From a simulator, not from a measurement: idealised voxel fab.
The name of this process module is voxel released beams.
Shown is cross-section cut, with a width of 225 nm and square cells of size 5 nm.
Think of the cross-section as a grid of square cells. We describe it in bands, top to bottom, and each band covers one or more rows of those cells. It is stipulated that each band's entry specify, in nanometres, the height of the top of the band and then that of its bottom, followed by the materials of the band in left-to-right sequence, each together with its width in nanometres. A single material marked by the word "full width" is understood to fill the band from edge to edge; the word "air" is understood to denote empty space. Ref level 0: as-received wafer is one material below here. Bottom band extends down with no lower bound ("0 -> down"). Think of "30->40" as a width that walks from the first number to the second as you go down the band, top row to bottom row, taking equal-sized steps from row to row. When a step is marked "nothing altered", none of the cells in the cross-section changed during that step. In "Closed empty spaces" the enclosed voids are listed, meaning empty spaces of 8 cells or larger without any opening to the top. The form is width x height at distance, distance from the left edge, units nm. Note: text after step settings on the step line = simulator remark on that step. overlay nm: mask offset rightward from planned place, masked step; negative means leftward offset.
The process steps that were planned are listed below
1,RECEIVE,material Si
2,CONFORMAL_DEP,material Al2O3,thk nm 5
3,DIRECTIONAL_DEP,material SiO2,thk nm 15
4,MASKED_ETCH,tone open,mask id ANCHOR,width nm 35,etch materials SiO2,depth nm 15,overlay nm 0
5,CONFORMAL_DEP,material SiN,thk nm 10
6,MASKED_ETCH,tone cover,mask id BEAM,width nm 100,etch materials SiN,depth nm 10,overlay nm 0
7,STRIP,etch materials SiO2
Cross-section: wafer on arrival = after step 1
	0 -> down  Si full width
	Closed empty spaces: none
Run as planned - first of the two wafers cross-sectioned at the end of the module
	30 -> 20  air=60, then SiN=15, then air=15, then SiN=70, then air=65
	20 -> 15  air=65, then SiN=10, then air=15, then SiN=10, then air=125
	15 -> 5  air=65, then SiN=35, then air=125
	5 -> 0  Al2O3 full width
	0 -> down  Si full width
	Closed empty spaces: none
Second wafer at the end: like start, like plan, one mistake
	30 -> 20  air=60, then SiN=15, then air=15, then SiN=70, then air=65
	20 -> 15  air=65, then SiN=10, then air=15, then SiN=10, then air=125
	15 -> 5  air=65, then SiN=35, then air=125
	5 -> 0  SiN full width
	0 -> down  Si full width
	Closed empty spaces: none
Want to know what went wrong? contrary to plan, step 2 was performed as CONFORMAL_DEP,material SiN,thk nm 5
Heads up, by the end the second wafer has more or fewer cells of some materials compared to the first: Al2O3: 45 fewer, SiN: 45 more
